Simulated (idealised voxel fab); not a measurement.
The following is a process module called voxel tone inversion.
The figure presents cross-section cut, which has a width of 230 nm and is divided into square cells with an edge length of 5 nm.
Cross-section layout: square cells on a grid; listed as bands, top to bottom; a band spans one or more cell rows.
Read a band's entry like this: the first values are the height of its top and the height of its bottom in nm, and what follows is the sequence of materials from left to right, each with its width in nm. Note that "air" is empty space, and that a single material marked "full width" reaches across the band from edge to edge.
Height is counted from the level 0, under which the received wafer is composed throughout of one material. The lowest of the bands is not closed at the bottom but continues downward, in the notation "from 0 down".
Per-row width for "30..40": begins at first number (top row of band), ends at second number (bottom row), increment between rows held constant.
Where a step carries "no alterations made", the cross-section came out of it unchanged, cell for cell.
"Tabulated closed voids" - sealed voids, min. 8 cells, no opening to top; format: width x height at distance (distance from left edge; nm throughout).
Text after the settings on a step's line: the simulator's own remark on that step.
The line of a step may include "overlay nm". On a step with a mask, this value is how far to the right of its planned place the mask lay. A negative value means the mask lay to the left.
### The process steps that were planned are listed below
1: RECEIVE: material Si
2: CONFORMAL_DEP: material SiN, thk nm 5
3: DIRECTIONAL_DEP: material aC, thk nm 20
4: PATTERN: tone cover, mask id POSTS, material resist, width nm 25, pitch nm 45, thk nm 30, overlay nm 0
5: DIRECTIONAL_ETCH: etch materials aC, depth nm 20
6: STRIP: etch materials resist
7: FILL_DEP: material SiO2, thk nm 5
8: CMP: height nm 25
9: STRIP: etch materials aC
### Cross-section: wafer on arrival = after step 1
from 0 down = Si full width
Tabulated closed voids: none
### Same starting wafer, same plan as above, one mistake in the execution; this is the cross-section at the end of the module
from 25 to 20 = SiN full width
from 20 to 0 = aC full width
from 0 down = Si full width
Tabulated closed voids: none
Plan not followed: order of steps 2 and 3 inverted relative to the plan
